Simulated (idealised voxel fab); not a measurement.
The process module presented herein is designated voxel trench capacitor.
For reference, the cross-section in this document is cut, with width 295 nm and square cells of 5 nm.
Cross-section, as written here: a square-cell grid given band by band from the top down, where a band holds one or more rows of cells. Quick guide to a band line: top height, bottom height (nm) up front; then every material left to right with its width in nm. Only one material and it's marked "full width"? Then it fills the band edge to edge. And "air" just means empty space. Note: height 0 marks the level under which the wafer is uniformly one material as received. Lowest band unbounded below, written "0..down". A width given as "30->40" starts at the first number in the band's top row and ends at the second number in its bottom row, shifting by an equal amount at every step from row to row. "same as before" after a step means that no cell of the cross-section changed. Each empty space that has no open way to the top and spans at least 8 cells appears under "Sealed voids" as width x height at distance, the distance counted from the left edge, all in nm. Formally, on a step line, whatever follows the settings is a remark that the simulator itself makes on the step. A step's line can hold "overlay nm"; with a mask on that step, the setting says how far right of the planned place the mask lay, while a negative setting says it lay to the left.

**These are the steps we planned for the process**
1. RECEIVE,material Si
2. CONFORMAL_DEP,material SiN,thk nm 10
3. DIRECTIONAL_DEP,material aC,thk nm 10
4. PATTERN,tone open,mask id TRENCH,material resist,width nm 20,pitch nm 50,thk nm 30,overlay nm 0
5. DIRECTIONAL_ETCH,etch materials aC,depth nm 10
6. STRIP,etch materials resist
7. DIRECTIONAL_ETCH,etch materials SiN,depth nm 10
8. DIRECTIONAL_ETCH,etch materials Si,depth nm 35
9. STRIP,etch materials aC
10. CONFORMAL_DEP,material Al2O3,thk nm 5
11. FILL_DEP,material polySi,thk nm 5
12. CMP,height nm 10

**The first of a set of two wafers, run to plan**

**Wafer at receipt (post step 1), cross-section**
  0..down = Si full width
  Sealed voids: none

**Cross-section of the wafer subsequent to step 2**
  10..0 = SiN full width
  Below 0 it's all the same as before, nothing changed down there.

**Cross-section of the wafer subsequent to step 3**
  20..10 = aC full width
  Below 10 it's all the same as before, nothing changed down there.

**Cross-section of the wafer subsequent to step 4**
  50..20 = 60 of resist | 20 of air | 30 of resist | 20 of air | 30 of resist | 20 of air | 30 of resist | 20 of air | 65 of resist
  Below 20 it's all the same as before, nothing changed down there.

**Cross-section of the wafer subsequent to step 5**
  40..20 = 60 of resist | 20 of air | 30 of resist | 20 of air | 30 of resist | 20 of air | 30 of resist | 20 of air | 65 of resist
  20..10 = 60 of aC | 20 of air | 30 of aC | 20 of air | 30 of aC | 20 of air | 30 of aC | 20 of air | 65 of aC
  Below 10 it's all the same as before, nothing changed down there.

**Cross-section of the wafer subsequent to step 6**
  20..10 = 60 of aC | 20 of air | 30 of aC | 20 of air | 30 of aC | 20 of air | 30 of aC | 20 of air | 65 of aC
  Below 10 it's all the same as before, nothing changed down there.

**Cross-section of the wafer subsequent to step 7**
  20..10 = 60 of aC | 20 of air | 30 of aC | 20 of air | 30 of aC | 20 of air | 30 of aC | 20 of air | 65 of aC
  10..0 = 60 of SiN | 20 of air | 30 of SiN | 20 of air | 30 of SiN | 20 of air | 30 of SiN | 20 of air | 65 of SiN
  Below 0 it's all the same as before, nothing changed down there.

**Cross-section of the wafer subsequent to step 8**
  20..10 = 60 of aC | 20 of air | 30 of aC | 20 of air | 30 of aC | 20 of air | 30 of aC | 20 of air | 65 of aC
  10..0 = 60 of SiN | 20 of air | 30 of SiN | 20 of air | 30 of SiN | 20 of air | 30 of SiN | 20 of air | 65 of SiN
  0..-35 = 60 of Si | 20 of air | 30 of Si | 20 of air | 30 of Si | 20 of air | 30 of Si | 20 of air | 65 of Si
  Below -35 it's all the same as before, nothing changed down there.

**Cross-section of the wafer subsequent to step 9**
  10..0 = 60 of SiN | 20 of air | 30 of SiN | 20 of air | 30 of SiN | 20 of air | 30 of SiN | 20 of air | 65 of SiN
  Below 0 it's all the same as before, nothing changed down there.

**Cross-section of the wafer subsequent to step 10**
  15..10 = 65 of Al2O3 | 10 of air | 40 of Al2O3 | 10 of air | 40 of Al2O3 | 10 of air | 40 of Al2O3 | 10 of air | 70 of Al2O3
  10..0 = 60 of SiN | 5 of Al2O3 | 10 of air | 5 of Al2O3 | 30 of SiN | 5 of Al2O3 | 10 of air | 5 of Al2O3 | 30 of SiN | 5 of Al2O3 | 10 of air | 5 of Al2O3 | 30 of SiN | 5 of Al2O3 | 10 of air | 5 of Al2O3 | 65 of SiN
  0..-30 = 60 of Si | 5 of Al2O3 | 10 of air | 5 of Al2O3 | 30 of Si | 5 of Al2O3 | 10 of air | 5 of Al2O3 | 30 of Si | 5 of Al2O3 | 10 of air | 5 of Al2O3 | 30 of Si | 5 of Al2O3 | 10 of air | 5 of Al2O3 | 65 of Si
  -30..-35 = 60 of Si | 20 of Al2O3 | 30 of Si | 20 of Al2O3 | 30 of Si | 20 of Al2O3 | 30 of Si | 20 of Al2O3 | 65 of Si
  Below -35 it's all the same as before, nothing changed down there.

**Cross-section of the wafer subsequent to step 11**
  20..15 = polySi full width
  15..10 = 65 of Al2O3 | 10 of polySi | 40 of Al2O3 | 10 of polySi | 40 of Al2O3 | 10 of polySi | 40 of Al2O3 | 10 of polySi | 70 of Al2O3
  10..0 = 60 of SiN | 5 of Al2O3 | 10 of polySi | 5 of Al2O3 | 30 of SiN | 5 of Al2O3 | 10 of polySi | 5 of Al2O3 | 30 of SiN | 5 of Al2O3 | 10 of polySi | 5 of Al2O3 | 30 of SiN | 5 of Al2O3 | 10 of polySi | 5 of Al2O3 | 65 of SiN
  0..-30 = 60 of Si | 5 of Al2O3 | 10 of polySi | 5 of Al2O3 | 30 of Si | 5 of Al2O3 | 10 of polySi | 5 of Al2O3 | 30 of Si | 5 of Al2O3 | 10 of polySi | 5 of Al2O3 | 30 of Si | 5 of Al2O3 | 10 of polySi | 5 of Al2O3 | 65 of Si
  Below -30 it's all the same as before, nothing changed down there.

**Cross-section of the wafer subsequent to step 12**
  10..0 = 60 of SiN | 5 of Al2O3 | 10 of polySi | 5 of Al2O3 | 30 of SiN | 5 of Al2O3 | 10 of polySi | 5 of Al2O3 | 30 of SiN | 5 of Al2O3 | 10 of polySi | 5 of Al2O3 | 30 of SiN | 5 of Al2O3 | 10 of polySi | 5 of Al2O3 | 65 of SiN
  Below 0 it's all the same as before, nothing changed down there.

**The second wafer was prepared from the same starting point and under the same plan as the first; its processing contained one mistake, and it remains indistinguishable from the first wafer up to and including step 3**

**The second wafer in cross-section, at the planned close of step 4**
  50..20 = 55 of resist | 30 of air | 20 of resist | 30 of air | 20 of resist | 30 of air | 20 of resist | 30 of air | 60 of resist
  Below 20 it's all the same as before, nothing changed down there.

**The second wafer in cross-section, at the planned close of step 5**
  40..20 = 55 of resist | 30 of air | 20 of resist | 30 of air | 20 of resist | 30 of air | 20 of resist | 30 of air | 60 of resist
  20..10 = 55 of aC | 30 of air | 20 of aC | 30 of air | 20 of aC | 30 of air | 20 of aC | 30 of air | 60 of aC
  Below 10 it's all the same as before, nothing changed down there.

**The second wafer in cross-section, at the planned close of step 6**
  20..10 = 55 of aC | 30 of air | 20 of aC | 30 of air | 20 of aC | 30 of air | 20 of aC | 30 of air | 60 of aC
  Below 10 it's all the same as before, nothing changed down there.

**The second wafer in cross-section, at the planned close of step 7**
  20..10 = 55 of aC | 30 of air | 20 of aC | 30 of air | 20 of aC | 30 of air | 20 of aC | 30 of air | 60 of aC
  10..0 = 55 of SiN | 30 of air | 20 of SiN | 30 of air | 20 of SiN | 30 of air | 20 of SiN | 30 of air | 60 of SiN
  Below 0 it's all the same as before, nothing changed down there.

**The second wafer in cross-section, at the planned close of step 8**
  20..10 = 55 of aC | 30 of air | 20 of aC | 30 of air | 20 of aC | 30 of air | 20 of aC | 30 of air | 60 of aC
  10..0 = 55 of SiN | 30 of air | 20 of SiN | 30 of air | 20 of SiN | 30 of air | 20 of SiN | 30 of air | 60 of SiN
  0..-35 = 55 of Si | 30 of air | 20 of Si | 30 of air | 20 of Si | 30 of air | 20 of Si | 30 of air | 60 of Si
  Below -35 it's all the same as before, nothing changed down there.

**The second wafer in cross-section, at the planned close of step 9**
  10..0 = 55 of SiN | 30 of air | 20 of SiN | 30 of air | 20 of SiN | 30 of air | 20 of SiN | 30 of air | 60 of SiN
  Below 0 it's all the same as before, nothing changed down there.

**The second wafer in cross-section, at the planned close of step 10**
  15..10 = 60 of Al2O3 | 20 of air | 30 of Al2O3 | 20 of air | 30 of Al2O3 | 20 of air | 30 of Al2O3 | 20 of air | 65 of Al2O3
  10..0 = 55 of SiN | 5 of Al2O3 | 20 of air | 5 of Al2O3 | 20 of SiN | 5 of Al2O3 | 20 of air | 5 of Al2O3 | 20 of SiN | 5 of Al2O3 | 20 of air | 5 of Al2O3 | 20 of SiN | 5 of Al2O3 | 20 of air | 5 of Al2O3 | 60 of SiN
  0..-30 = 55 of Si | 5 of Al2O3 | 20 of air | 5 of Al2O3 | 20 of Si | 5 of Al2O3 | 20 of air | 5 of Al2O3 | 20 of Si | 5 of Al2O3 | 20 of air | 5 of Al2O3 | 20 of Si | 5 of Al2O3 | 20 of air | 5 of Al2O3 | 60 of Si
  -30..-35 = 55 of Si | 30 of Al2O3 | 20 of Si | 30 of Al2O3 | 20 of Si | 30 of Al2O3 | 20 of Si | 30 of Al2O3 | 60 of Si
  Below -35 it's all the same as before, nothing changed down there.

**The second wafer in cross-section, at the planned close of step 11**
  20..15 = polySi full width
  15..10 = 60 of Al2O3 | 20 of polySi | 30 of Al2O3 | 20 of polySi | 30 of Al2O3 | 20 of polySi | 30 of Al2O3 | 20 of polySi | 65 of Al2O3
  10..0 = 55 of SiN | 5 of Al2O3 | 20 of polySi | 5 of Al2O3 | 20 of SiN | 5 of Al2O3 | 20 of polySi | 5 of Al2O3 | 20 of SiN | 5 of Al2O3 | 20 of polySi | 5 of Al2O3 | 20 of SiN | 5 of Al2O3 | 20 of polySi | 5 of Al2O3 | 60 of SiN
  0..-30 = 55 of Si | 5 of Al2O3 | 20 of polySi | 5 of Al2O3 | 20 of Si | 5 of Al2O3 | 20 of polySi | 5 of Al2O3 | 20 of Si | 5 of Al2O3 | 20 of polySi | 5 of Al2O3 | 20 of Si | 5 of Al2O3 | 20 of polySi | 5 of Al2O3 | 60 of Si
  Below -30 it's all the same as before, nothing changed down there.

**The second wafer in cross-section, at the planned close of step 12**
  10..0 = 55 of SiN | 5 of Al2O3 | 20 of polySi | 5 of Al2O3 | 20 of SiN | 5 of Al2O3 | 20 of polySi | 5 of Al2O3 | 20 of SiN | 5 of Al2O3 | 20 of polySi | 5 of Al2O3 | 20 of SiN | 5 of Al2O3 | 20 of polySi | 5 of Al2O3 | 60 of SiN
  Below 0 it's all the same as before, nothing changed down there.
Diagnosis: for step 4, the planned setting was not used; the step was instead run as PATTERN,tone open,mask id TRENCH,material resist,width nm 30,pitch nm 50,thk nm 30,overlay nm 0
Final cells, second wafer relative to first, materials higher or lower: Al2O3 +8, Si -56, SiN -16, polySi +64
